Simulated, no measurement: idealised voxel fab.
Process module heading - voxel air gaps
The width of the displayed cross-section, cut, is 165 nm; its cells are square, with a size of 5 nm.
Cross-section format: a grid of square cells, given as bands from top to bottom; each band is one or more rows of cells.
Each band's line starts with the height of the band's top and of its bottom, in nm. Then come its materials from left to right, each with its width in nm. One material with "everywhere" fills the band from edge to edge. "empty" is empty space.
A quick word on heights: they are counted from 0, and under that level the wafer as it came to us is one material throughout. The lowest band is different from the rest in having no bottom; it simply continues downward, written as in "0 nm and below".
Read "30..40" as a graded width: first number on top, second number at the bottom, same change between each pair of neighbouring rows.
Where the words "no modification" appear for a step, the cross-section shows no cell changed by that step; every cell remained as before.
Voids not open to the top, 8 cells minimum: see "Closed void list". Written width x height at distance; distance is from the left edge; nm.
If you see something after the settings on a step's line, that's the simulator's own remark about that step.
On any step carrying a mask, the "overlay nm" setting, if present on the step's line, tells how far right of its planned place the mask lay; negative values point to the left.

-- This section lists the process steps that were planned
1: RECEIVE, material Si
2: CONFORMAL_DEP, material SiO2, thk nm 15
3: CONFORMAL_DEP, material SiCN, thk nm 5
4: DIRECTIONAL_DEP, material lowk, thk nm 30
5: DIRECTIONAL_DEP, material aC, thk nm 10
6: PATTERN, tone open, mask id LINES, material resist, width nm 20, pitch nm 45, thk nm 25, overlay nm 0
7: DIRECTIONAL_ETCH, etch materials aC, depth nm 10
8: STRIP, etch materials resist
9: DIRECTIONAL_ETCH, etch materials lowk, depth nm 30
10: STRIP, etch materials aC
11: CONFORMAL_DEP, material TiN, thk nm 5
12: FILL_DEP, material Ru, thk nm 5
13: CMP, height nm 50
14: EPI, material Ru, thk nm 10
15: SELECTIVE_ETCH, etch materials lowk, depth nm 40
16: CONFORMAL_DEP, material SiCN, thk nm 5

-- Cross-section of the wafer as it came to us, i.e., already through step 1
* 0 nm and below: Si everywhere
* Closed void list: none

-- Cross-sectional image of the first of two wafers at the end of the module, the run having proceeded as planned
* 65 nm to 60 nm: empty=10, SiCN=140, empty=15
* 60 nm to 50 nm: empty=10, SiCN=5, Ru=40, SiCN=5, Ru=40, SiCN=5, Ru=40, SiCN=5, empty=15
* 50 nm to 45 nm: empty=10, SiCN=15, TiN=5, Ru=10, TiN=5, SiCN=25, TiN=5, Ru=10, TiN=5, SiCN=25, TiN=5, Ru=10, TiN=5, SiCN=15, empty=15
* 45 nm to 25 nm: empty=20, SiCN=5, TiN=5, Ru=10, TiN=5, SiCN=5, empty=15, SiCN=5, TiN=5, Ru=10, TiN=5, SiCN=5, empty=15, SiCN=5, TiN=5, Ru=10, TiN=5, SiCN=5, empty=25
* 25 nm to 20 nm: SiCN=25, TiN=20, SiCN=25, TiN=20, SiCN=25, TiN=20, SiCN=30
* 20 nm to 15 nm: SiCN everywhere
* 15 nm to 0 nm: SiO2 everywhere
* 0 nm and below: Si everywhere
* Closed void list: 15 x 20 at 50; 15 x 20 at 95

-- Cross-sectional view of the second of two wafers upon completion of the module. This wafer shared its starting condition and process plan with the first; one error was made during its execution
* 65 nm to 60 nm: empty=10, SiCN=140, empty=15
* 60 nm to 50 nm: empty=10, SiCN=5, Ru=40, SiCN=5, Ru=40, SiCN=5, Ru=40, SiCN=5, empty=15
* 50 nm to 45 nm: empty=10, SiCN=15, TiN=5, Ru=10, TiN=5, SiCN=25, TiN=5, Ru=10, TiN=5, SiCN=25, TiN=5, Ru=10, TiN=5, SiCN=15, empty=15
* 45 nm to 35 nm: empty=20, SiCN=5, TiN=5, Ru=10, TiN=5, SiCN=5, empty=15, SiCN=5, TiN=5, Ru=10, TiN=5, SiCN=5, empty=15, SiCN=5, TiN=5, Ru=10, TiN=5, SiCN=5, empty=25
* 35 nm to 30 nm: SiCN=25, TiN=20, SiCN=25, TiN=20, SiCN=25, TiN=20, SiCN=30
* 30 nm to 15 nm: SiCN everywhere
* 15 nm to 0 nm: SiO2 everywhere
* 0 nm and below: Si everywhere
* Closed void list: none
Short version of what went wrong: step 3 ran differently from the plan; actual operation with settings: CONFORMAL_DEP, material SiCN, thk nm 15
Wafer comparison, final, in cells, second relative to first, materials more or fewer: 12 fewer of Ru; 54 more of SiCN; 12 fewer of TiN
Wafer, first: 2 closed voids at end. Wafer, second: 0.
